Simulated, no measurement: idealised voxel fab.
process module | voxel air gaps
cross-section cut | 150 nm wide | cells 5 nm
A cross-section is a grid of square cells, given in bands from the top down. A band is one or more rows of cells.
Each band's line starts with the height of the band's top and of its bottom, in nm. Then come its materials from left to right, each with its width in nm. One material with "throughout" fills the band from edge to edge. "air" is empty space.
Height 0 is the level under which the wafer as received is all one material. The lowest band goes on downwards, as in "0 down".
A width such as "30 to 40" changes by the same amount from each row of cells to the next, from the band's top row to its bottom row.
"no change" after a step means that no cell of the cross-section changed.
closed voids: empty space of 8 cells or more with no open way to the top, each as width x height at its distance from the left edge, in nm
after a step's settings: what the simulator itself notes on the step
overlay nm, on a step with a mask: how far to the right of its planned place the mask lay; to the left if negative
plan
1 op RECEIVE | material Si
2 op CONFORMAL_DEP | material SiO2 | thk nm 10
3 op CONFORMAL_DEP | material SiN | thk nm 5
4 op DIRECTIONAL_DEP | material SiO2 | thk nm 30
5 op MASKED_ETCH | tone open | mask id LINES | width nm 15 | pitch nm 45 | etch materials SiO2 | depth nm 30 | overlay nm 0
6 op CONFORMAL_DEP | material TiN | thk nm 5
7 op FILL_DEP | material Ru | thk nm 10
8 op CMP | height nm 45
9 op EPI | material Ru | thk nm 10
10 op SELECTIVE_ETCH | etch materials SiO2 | depth nm 40
11 op CONFORMAL_DEP | material SiN | thk nm 5
as received, after step 1
  0 down: Si throughout
  closed voids: none
first wafer at the end, as planned
  60 to 55: air 5 | SiN 135 | air 10
  55 to 45: air 5 | SiN 5 | Ru 35 | SiN 10 | Ru 35 | SiN 10 | Ru 35 | SiN 5 | air 10
  45 to 40: air 5 | SiN 15 | TiN 5 | Ru 5 | TiN 5 | SiN 30 | TiN 5 | Ru 5 | TiN 5 | SiN 30 | TiN 5 | Ru 5 | TiN 5 | SiN 15 | air 10
  40 to 20: air 15 | SiN 5 | TiN 5 | Ru 5 | TiN 5 | SiN 5 | air 20 | SiN 5 | TiN 5 | Ru 5 | TiN 5 | SiN 5 | air 20 | SiN 5 | TiN 5 | Ru 5 | TiN 5 | SiN 5 | air 20
  20 to 15: SiN 20 | TiN 15 | SiN 30 | TiN 15 | SiN 30 | TiN 15 | SiN 25
  15 to 10: SiN throughout
  10 to 0: SiO2 throughout
  0 down: Si throughout
  closed voids: 20 x 20 at 40; 20 x 20 at 85
second wafer at the end: like start, like plan, one mistake
  60 to 55: SiN throughout
  55 to 45: Ru throughout
  45 to 20: Ru 15 | TiN 5 | SiO2 15 | TiN 5 | Ru 20 | TiN 5 | SiO2 15 | TiN 5 | Ru 20 | TiN 5 | SiO2 15 | TiN 5 | Ru 20
  20 to 15: TiN 20 | SiO2 15 | TiN 30 | SiO2 15 | TiN 30 | SiO2 15 | TiN 25
  15 to 10: SiN throughout
  10 to 0: SiO2 throughout
  0 down: Si throughout
  closed voids: none
what went wrong: step 5 ran as: op MASKED_ETCH | tone cover | mask id LINES | width nm 15 | pitch nm 45 | etch materials SiO2 | depth nm 30 | overlay nm 0
at the end the second wafer has, in cells: 78 more of Ru | 72 fewer of SiN | 54 more of SiO2 | 12 more of TiN
closed voids at the end (first wafer, second wafer): 2, 0
